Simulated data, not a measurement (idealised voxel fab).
process module | voxel released beams
cross-section cut | 195 nm wide | cells 5 nm
A cross-section is a grid of square cells, given in bands from the top down. A band is one or more rows of cells.
Each band's line starts with the height of the band's top and of its bottom, in nm. Then come its materials from left to right, each with its width in nm. One material with "throughout" fills the band from edge to edge. "air" is empty space.
Height 0 is the level under which the wafer as received is all one material. The lowest band goes on downwards, as in "0 down".
A width such as "30 to 40" changes by the same amount from each row of cells to the next, from the band's top row to its bottom row.
"no change" after a step means that no cell of the cross-section changed.
closed voids: empty space of 8 cells or more with no open way to the top, each as width x height at its distance from the left edge, in nm
after a step's settings: what the simulator itself notes on the step
overlay nm, on a step with a mask: how far to the right of its planned place the mask lay; to the left if negative
plan
1 op RECEIVE | material Si
2 op CONFORMAL_DEP | material Al2O3 | thk nm 10
3 op DIRECTIONAL_DEP | material SiO2 | thk nm 20
4 op MASKED_ETCH | tone open | mask id ANCHOR | width nm 35 | etch materials SiO2 | depth nm 20 | overlay nm 0
5 op CONFORMAL_DEP | material SiN | thk nm 15
6 op PATTERN | tone cover | mask id BEAM | material resist | width nm 100 | thk nm 15 | overlay nm 0
7 op DIRECTIONAL_ETCH | etch materials SiN | depth nm 15
8 op STRIP | etch materials resist
9 op STRIP | etch materials SiO2
as received, after step 1
  0 down: Si throughout
  closed voids: none
first wafer at the end, as planned
  45 to 30: air 45 | SiN 20 | air 5 | SiN 75 | air 50
  30 to 25: air 50 | SiN 15 | air 5 | SiN 15 | air 110
  25 to 10: air 50 | SiN 35 | air 110
  10 to 0: Al2O3 throughout
  0 down: Si throughout
  closed voids: none
second wafer at the end: like start, like plan, one mistake
  50 to 35: air 45 | SiN 100 | air 50
  35 to 30: SiN throughout
  30 to 10: SiO2 50 | SiN 35 | SiO2 110
  10 to 0: Al2O3 throughout
  0 down: Si throughout
  closed voids: none
what went wrong: step 5 ran as: op CONFORMAL_DEP | material SiN | thk nm 20
at the end the second wafer has, in cells: 43 more of SiN | 128 more of SiO2
